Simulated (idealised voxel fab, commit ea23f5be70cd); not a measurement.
Herein follows the process module entitled voxel double patterning.
Shown is cross-section cut, with a width of 240 nm and square cells of size 5 nm.
A cross-section in this document is a grid of square cells, and it is written down as bands, the top band listed before the ones below it; a band is made up of one or more rows of cells.
Band entry format. Leading values: height of top, height of bottom, nm. Remainder: materials in left-to-right order, each with its width in nm. Special words: "throughout" on a single material, which then fills the band edge to edge; "empty", empty space.
Height datum 0, below which the as-received substrate wafer is one material. Lowest band open at the bottom, running downward: "0..down".
Think of "30..40" as a width that walks from the first number to the second as you go down the band, top row to bottom row, taking equal-sized steps from row to row.
Step marked "no alteration"? Then no cell in the cross-section changed in it.
Any empty space of 8 cells or more lacking an open way to the top shows up in "Sealed internal cavities" as width x height at distance, distance from the left edge, in nm.
Note: text after step settings on the step line = simulator remark on that step.
overlay nm: step with mask; distance mask lay right of planned place; negative value = left of planned place.

## The steps planned for the process are as follows
1. RECEIVE,material Si
2. CONFORMAL_DEP,material SiO2,thk nm 5
3. DIRECTIONAL_DEP,material TiN,thk nm 20
4. DIRECTIONAL_DEP,material SiN,thk nm 10
5. PATTERN,tone open,mask id FIRST,material resist,width nm 15,pitch nm 50,thk nm 15,overlay nm 0
6. DIRECTIONAL_ETCH,etch materials SiN,depth nm 10
7. STRIP,etch materials resist
8. PATTERN,tone open,mask id SECOND,material resist,width nm 15,thk nm 15,overlay nm 0
9. DIRECTIONAL_ETCH,etch materials SiN,depth nm 10
10. STRIP,etch materials resist
11. DIRECTIONAL_ETCH,etch materials TiN,depth nm 20
12. STRIP,etch materials SiN

## This is the cross-section of the wafer as we received it, i.e. after step 1
	0..down: Si throughout
	Sealed internal cavities: none

## The cross-section shown corresponds to the wafer at the conclusion of the module. The initial structure and the process plan are those presented above; however, one mistake occurred in executing the plan
	25..20: SiO2 throughout
	20..0: TiN throughout
	0..down: Si throughout
	Sealed internal cavities: none
It is concluded that the wafer was processed incorrectly with respect to the plan, in that steps 2 and 3 of the plan were run in the wrong order, each in the other's place
